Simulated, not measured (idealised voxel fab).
Title: Process Module voxel spacer lines
Xsec cut, 270 nm wide, square cell size 5 nm.
This document writes a cross-section as a grid whose cells are square, and gives it as bands, listed from the top down; one or more rows of cells form a band.
Basically the band line says how high the top is and how high the bottom is, in nm, and then what's in it from left to right, every material with its width in nm. Empty space shows up as "air", and if a single material carries "all across" it runs the full band edge to edge.
Heads up on the height convention: 0 is the point under which the incoming wafer is all one material, and the lowest band has no bottom, it just keeps going down, like "from 0 down".
A two-number width, for instance "30->40", indicates that the width is equal to the first number in the top row of the band and to the second number in the bottom row, and that it changes by a constant amount per row of cells.
No cell of the cross-section changed in a step that is given as "no modification".
"Unvented voids": sealed empty spaces, 8 cells or more, no open way to top, listed width x height at distance, with distance from the left edge and width, height and distance in nm.
Formally, on a step line, whatever follows the settings is a remark that the simulator itself makes on the step.
"overlay nm" denotes, for a step that has a mask, the displacement of the mask to the right of its planned place, with negative values corresponding to the left.
[The following list gives the planned process steps]
1,RECEIVE,material Si
2,CONFORMAL_DEP,material Al2O3,thk nm 10
3,DIRECTIONAL_DEP,material polySi,thk nm 20
4,DIRECTIONAL_DEP,material aC,thk nm 25
5,PATTERN,tone cover,mask id MANDREL,material resist,width nm 25,pitch nm 80,thk nm 35,overlay nm 0
6,DIRECTIONAL_ETCH,etch materials aC,depth nm 25
7,STRIP,etch materials resist
8,CONFORMAL_DEP,material SiN,thk nm 15
9,DIRECTIONAL_ETCH,etch materials SiN,depth nm 15
10,STRIP,etch materials aC
11,DIRECTIONAL_ETCH,etch materials polySi,depth nm 20
12,STRIP,etch materials SiN
[Cross-section: wafer on arrival = after step 1]
> from 0 down = Si all across
> Unvented voids: none
[End-of-module cross-section of the first of two wafers, processed as planned]
> from 30 to 10 = air 65, then polySi 15, then air 25, then polySi 15, then air 25, then polySi 15, then air 25, then polySi 15, then air 70
> from 10 to 0 = Al2O3 all across
> from 0 down = Si all across
> Unvented voids: none
[The second wafer, shown in cross-section after the module: started the same way as the first and given the same plan, yet one mistake crept into how it was run]
> from 50 to 30 = air 65, then polySi 15, then air 25, then polySi 15, then air 25, then polySi 15, then air 25, then polySi 15, then air 70
> from 30 to 10 = polySi all across
> from 10 to 0 = Al2O3 all across
> from 0 down = Si all across
> Unvented voids: none
What was the processing mistake? twice, step 3 of the plan was run
Final comparison by cell count, materials where the second wafer has more or fewer than the first: polySi: 216 more
